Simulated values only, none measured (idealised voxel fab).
process module | voxel capacitor over wiring
cross-section cut | 300 nm wide | cells 5 nm
A cross-section is a grid of square cells, given in bands from the top down. A band is one or more rows of cells.
Each band's line starts with the height of the band's top and of its bottom, in nm. Then come its materials from left to right, each with its width in nm. One material with "throughout" fills the band from edge to edge. "air" is empty space.
Height 0 is the level under which the wafer as received is all one material. The lowest band goes on downwards, as in "0 down".
A width such as "30 to 40" changes by the same amount from each row of cells to the next, from the band's top row to its bottom row.
"no change" after a step means that no cell of the cross-section changed.
closed voids: empty space of 8 cells or more with no open way to the top, each as width x height at its distance from the left edge, in nm
after a step's settings: what the simulator itself notes on the step
overlay nm, on a step with a mask: how far to the right of its planned place the mask lay; to the left if negative
plan
1 op RECEIVE | material Si
2 op CONFORMAL_DEP | material SiO2 | thk nm 10
3 op DIRECTIONAL_DEP | material TiN | thk nm 5
4 op DIRECTIONAL_DEP | material W | thk nm 20
5 op DIRECTIONAL_DEP | material aC | thk nm 15
6 op PATTERN | tone cover | mask id METAL_1 | material resist | width nm 20 | pitch nm 95 | thk nm 35 | overlay nm 0
7 op DIRECTIONAL_ETCH | etch materials aC | depth nm 15
8 op STRIP | etch materials resist
9 op DIRECTIONAL_ETCH | etch materials W | depth nm 20
10 op DIRECTIONAL_ETCH | etch materials TiN | depth nm 5
11 op STRIP | etch materials aC
12 op FILL_DEP | material SiO2 | thk nm 5
13 op CMP | height nm 35
14 op CONFORMAL_DEP | material SiCN | thk nm 5
15 op DIRECTIONAL_DEP | material lowk | thk nm 20
16 op PATTERN | tone open | mask id PLUG_1 | material resist | width nm 15 | thk nm 20 | overlay nm 0
17 op DIRECTIONAL_ETCH | etch materials lowk | depth nm 20
18 op DIRECTIONAL_ETCH | etch materials SiCN | depth nm 5
19 op STRIP | etch materials resist
20 op CONFORMAL_DEP | material TiN | thk nm 5
21 op FILL_DEP | material Cu | thk nm 5
22 op CMP | height nm 60
23 op DIRECTIONAL_DEP | material TiN | thk nm 10
24 op DIRECTIONAL_DEP | material HfO2 | thk nm 5
25 op DIRECTIONAL_DEP | material TiN | thk nm 5
26 op PATTERN | tone cover | mask id UPPER_PLATE | material resist | width nm 70 | thk nm 20 | overlay nm 0
27 op DIRECTIONAL_ETCH | etch materials TiN | depth nm 5
28 op DIRECTIONAL_ETCH | etch materials HfO2 | depth nm 5
29 op STRIP | etch materials resist
30 op DIRECTIONAL_DEP | material aC | thk nm 15
31 op PATTERN | tone cover | mask id LOWER_PLATE | material resist | width nm 80 | thk nm 30 | overlay nm 0
32 op DIRECTIONAL_ETCH | etch materials aC | depth nm 15
33 op STRIP | etch materials resist
34 op DIRECTIONAL_ETCH | etch materials TiN | depth nm 10
35 op STRIP | etch materials aC
36 op FILL_DEP | material SiO2 | thk nm 15
37 op CMP | height nm 90
38 op MASKED_ETCH | tone open | mask id PLUG_2 | width nm 15 | etch materials SiO2 | depth nm 10 | overlay nm 0
39 op CONFORMAL_DEP | material TiN | thk nm 5
40 op FILL_DEP | material Ru | thk nm 10
41 op CMP | height nm 90
42 op CONFORMAL_DEP | material SiN | thk nm 5
varied across the wafers: width nm of step 6. The plan shows the first wafer's value. All wafers start alike
first wafer as received, after step 1
  0 down: Si throughout
  closed voids: none
each wafer at the end: cells of each material gained (+) or lost (-) since it was received, then its closed voids
width nm 20 | +4 Cu | +14 HfO2 | +1 Ru | +57 SiCN | +60 SiN | +674 SiO2 | +70 TiN | +32 W | +228 lowk | closed voids: none
width nm 25 | +4 Cu | +14 HfO2 | +1 Ru | +57 SiCN | +60 SiN | +664 SiO2 | +72 TiN | +40 W | +228 lowk | closed voids: none
width nm 30 | +4 Cu | +14 HfO2 | +1 Ru | +57 SiCN | +60 SiN | +654 SiO2 | +74 TiN | +48 W | +228 lowk | closed voids: none
width nm 35 | +4 Cu | +14 HfO2 | +1 Ru | +57 SiCN | +60 SiN | +644 SiO2 | +76 TiN | +56 W | +228 lowk | closed voids: none
width nm 40 | +4 Cu | +14 HfO2 | +1 Ru | +57 SiCN | +60 SiN | +634 SiO2 | +78 TiN | +64 W | +228 lowk | closed voids: none
width nm 45 | +4 Cu | +14 HfO2 | +1 Ru | +57 SiCN | +60 SiN | +624 SiO2 | +80 TiN | +72 W | +228 lowk | closed voids: none
